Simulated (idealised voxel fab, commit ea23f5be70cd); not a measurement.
Presented below is a process module, voxel released beams.
FYI the section here is cut, 220 nm wide, cells are 5 nm squares.
If you're reading a cross-section in this doc, picture square cells in a grid; it comes to you as bands, top ones listed first down to the bottom, and a band can be one or more rows of cells.
First you get the band's top height and its bottom height, in nm, and then the materials it's made of, left to right, with each width in nm. If you see a single material with "everywhere", that one covers the band edge to edge. "blank" is empty space.
Height is counted from the level 0, under which the received wafer is composed throughout of one material. The lowest of the bands is not closed at the bottom but continues downward, in the notation "0 and below".
With a width like "30->40", each row of cells in the band differs from the next by the same amount, the top row carrying the first number and the bottom row the second.
Take "left unchanged" at face value: in the step it is given for, the cross-section changed in none of its cells.
Entry "Unvented cavities" = empty spaces >= 8 cells with no open way to the top; each as width x height at distance, distance from left edge, all nm.
That trailing text on a step's line, after the settings, is the simulator's own remark on the step.
A step's line can hold "overlay nm"; with a mask on that step, the setting says how far right of the planned place the mask lay, while a negative setting says it lay to the left.
**This section lists the process steps that were planned**
1) RECEIVE,material Si
2) CONFORMAL_DEP,material SiN,thk nm 10
3) DIRECTIONAL_DEP,material SiO2,thk nm 15
4) MASKED_ETCH,tone open,mask id ANCHOR,width nm 45,etch materials SiO2,depth nm 15,overlay nm 0
5) CONFORMAL_DEP,material TiN,thk nm 15
6) PATTERN,tone cover,mask id BEAM,material resist,width nm 130,thk nm 20,overlay nm 0
7) DIRECTIONAL_ETCH,etch materials TiN,depth nm 15
8) STRIP,etch materials resist
9) STRIP,etch materials SiO2
**Delivered wafer in cross-section: state after step 1**
  0 and below: Si everywhere
  Unvented cavities: none
**Sectioned view, first of two wafers, at the close of the module, processed as intended in the plan**
  40 down to 25: 40 nm blank; 20 nm TiN; 15 nm blank; 95 nm TiN; 50 nm blank
  25 down to 10: 45 nm blank; 45 nm TiN; 130 nm blank
  10 down to 0: SiN everywhere
  0 and below: Si everywhere
  Unvented cavities: none
**Second of two wafers, module complete, sectioned: it shares the first wafer's start and plan but was run with one mistake**
  30 down to 15: 40 nm blank; 20 nm TiN; 15 nm blank; 95 nm TiN; 50 nm blank
  15 down to 0: 45 nm blank; 45 nm TiN; 130 nm blank
  0 and below: Si everywhere
  Unvented cavities: none
Deviation noted in wafer processing: step 2 of the plan was excluded from execution and never run
Final wafer comparison in cells, second versus first, more or fewer per material: SiN -88
